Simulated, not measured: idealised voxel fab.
This section sets out a process module, namely voxel released beams.
Shown is cross-section cut, with a width of 275 nm and square cells of size 5 nm.
Cross-section layout: square cells on a grid; listed as bands, top to bottom; a band spans one or more cell rows.
The band entry comprises the height of the band's top followed by the height of its bottom, expressed in nm, and subsequently the band's materials from left to right, each stated together with its width in nm. Where a single material is marked with the word "edge to edge", that material fills the band from edge to edge. The word "blank" represents empty space.
Beneath 0, the wafer as received is one material, and that level is where height counting begins. The lowest band goes on downward without a bottom; it is written like "0 nm and below".
A width given as "30->40" starts at the first number in the band's top row and ends at the second number in its bottom row, shifting by an equal amount at every step from row to row.
Basically "remained the same" means that step didn't change any cell in the cross-section.
Basically, "Enclosed void inventory" tells you about the enclosed voids: empty spaces with no open way to the top, 8 cells or bigger, each written width x height at distance, where distance is from the left edge, all in nm.
It should be noted that, on the line of a given step, the content following the step's settings is a remark produced by the simulator itself with respect to that step.
overlay nm: right-of-plan distance of the mask on a masked step; negative values mean left-of-plan.

### Steps in the process plan
- 1: RECEIVE [material Si]
- 2: CONFORMAL_DEP [material SiN] [thk nm 10]
- 3: DIRECTIONAL_DEP [material SiO2] [thk nm 20]
- 4: DIRECTIONAL_DEP [material aC] [thk nm 15]
- 5: PATTERN [tone open] [mask id ANCHOR] [material resist] [width nm 30] [thk nm 35] [overlay nm 0]
- 6: DIRECTIONAL_ETCH [etch materials aC] [depth nm 15]
- 7: STRIP [etch materials resist]
- 8: DIRECTIONAL_ETCH [etch materials SiO2] [depth nm 20]
- 9: STRIP [etch materials aC]
- 10: CONFORMAL_DEP [material TiN] [thk nm 10]
- 11: PATTERN [tone cover] [mask id BEAM] [material resist] [width nm 75] [thk nm 15] [overlay nm 0]
- 12: DIRECTIONAL_ETCH [etch materials TiN] [depth nm 10]
- 13: STRIP [etch materials resist]
- 14: STRIP [etch materials SiO2]

### Here's what the wafer looked like in cross-section when it arrived - that's after step 1
0 nm and below  Si edge to edge
Enclosed void inventory: none

### First wafer of two, sectioned at end of module; run went per plan
40 nm to 30 nm  95 blank / 15 TiN / 10 blank / 50 TiN / 105 blank
30 nm to 20 nm  100 blank / 10 TiN / 10 blank / 10 TiN / 145 blank
20 nm to 10 nm  100 blank / 30 TiN / 145 blank
10 nm to 0 nm  SiN edge to edge
0 nm and below  Si edge to edge
Enclosed void inventory: none

### Cross-sectional image of the second wafer of the two following completion of the module. Starting state and process plan were the same as for the first wafer; one execution error occurred
40 nm to 30 nm  95 blank / 10 TiN / 10 blank / 55 TiN / 105 blank
30 nm to 20 nm  95 blank / 10 TiN / 10 blank / 10 TiN / 150 blank
20 nm to 10 nm  95 blank / 30 TiN / 150 blank
10 nm to 0 nm  SiN edge to edge
0 nm and below  Si edge to edge
Enclosed void inventory: none
Where did the run depart from the plan? off-plan run, step 5, actual operation and settings PATTERN [tone open] [mask id ANCHOR] [material resist] [width nm 30] [thk nm 35] [overlay nm -5]
At the end, the second wafer has the same number of cells of each material as the first, but those cells sit in other places.
